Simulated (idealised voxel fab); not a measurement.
process module | voxel released beams
cross-section cut | 295 nm wide | cells 5 nm
A cross-section is a grid of square cells, given in bands from the top down. A band is one or more rows of cells.
Each band's line starts with the height of the band's top and of its bottom, in nm. Then come its materials from left to right, each with its width in nm. One material with "throughout" fills the band from edge to edge. "air" is empty space.
Height 0 is the level under which the wafer as received is all one material. The lowest band goes on downwards, as in "0 down".
A width such as "30 to 40" changes by the same amount from each row of cells to the next, from the band's top row to its bottom row.
"no change" after a step means that no cell of the cross-section changed.
closed voids: empty space of 8 cells or more with no open way to the top, each as width x height at its distance from the left edge, in nm
after a step's settings: what the simulator itself notes on the step
overlay nm, on a step with a mask: how far to the right of its planned place the mask lay; to the left if negative
plan
1 op RECEIVE | material Si
2 op CONFORMAL_DEP | material Al2O3 | thk nm 10
3 op DIRECTIONAL_DEP | material SiO2 | thk nm 20
4 op MASKED_ETCH | tone open | mask id ANCHOR | width nm 35 | etch materials SiO2 | depth nm 20 | overlay nm 0
5 op CONFORMAL_DEP | material W | thk nm 10
6 op DIRECTIONAL_DEP | material aC | thk nm 15
7 op PATTERN | tone cover | mask id BEAM | material resist | width nm 115 | thk nm 35 | overlay nm 0
8 op DIRECTIONAL_ETCH | etch materials aC | depth nm 15
9 op STRIP | etch materials resist
10 op DIRECTIONAL_ETCH | etch materials W | depth nm 10
11 op STRIP | etch materials aC
12 op STRIP | etch materials SiO2
first wafer, as planned
as received, after step 1
  0 down: Si throughout
  closed voids: none
after step 2
  10 to 0: Al2O3 throughout
  below 0: unchanged
after step 3
  30 to 10: SiO2 throughout
  below 10: unchanged
after step 4
  30 to 10: SiO2 90 | air 35 | SiO2 170
  below 10: unchanged
after step 5
  40 to 30: W 100 | air 15 | W 180
  30 to 20: SiO2 90 | W 10 | air 15 | W 10 | SiO2 170
  20 to 10: SiO2 90 | W 35 | SiO2 170
  below 10: unchanged
after step 6
  55 to 40: aC 100 | air 15 | aC 180
  40 to 35: W 100 | air 15 | W 180
  35 to 30: W 100 | aC 15 | W 180
  30 to 20: SiO2 90 | W 10 | aC 15 | W 10 | SiO2 170
  below 20: unchanged
after step 7
  90 to 55: air 85 | resist 115 | air 95
  55 to 40: aC 100 | resist 15 | aC 180
  40 to 35: W 100 | resist 15 | W 180
  below 35: unchanged
after step 8
  75 to 55: air 85 | resist 115 | air 95
  55 to 40: air 85 | aC 15 | resist 15 | aC 85 | air 95
  below 40: unchanged
after step 9
  55 to 40: air 85 | aC 15 | air 15 | aC 85 | air 95
  40 to 35: W 100 | air 15 | W 180
  below 35: unchanged
after step 10
  55 to 40: air 85 | aC 15 | air 15 | aC 85 | air 95
  40 to 35: air 85 | W 15 | air 15 | W 85 | air 95
  35 to 30: air 85 | W 15 | aC 15 | W 85 | air 95
  below 30: unchanged
after step 11
  40 to 30: air 85 | W 15 | air 15 | W 85 | air 95
  30 to 20: SiO2 90 | W 10 | air 15 | W 10 | SiO2 170
  below 20: unchanged
after step 12
  40 to 30: air 85 | W 15 | air 15 | W 85 | air 95
  30 to 20: air 90 | W 10 | air 15 | W 10 | air 170
  20 to 10: air 90 | W 35 | air 170
  below 10: unchanged
second wafer: like start, like plan, one mistake. Through step 10 it matches the first wafer
when step 11 should have ended
  40 to 30: air 85 | W 15 | air 15 | W 85 | air 95
  30 to 20: SiO2 90 | W 10 | air 15 | W 10 | SiO2 170
  below 20: unchanged
when step 12 should have ended
  40 to 30: air 85 | W 15 | air 15 | W 85 | air 95
  30 to 20: air 90 | W 10 | air 15 | W 10 | air 170
  20 to 10: air 90 | W 35 | air 170
  below 10: unchanged
what went wrong: step 11 was run twice
at the end the two cross-sections are the same: no effect in what this model computes
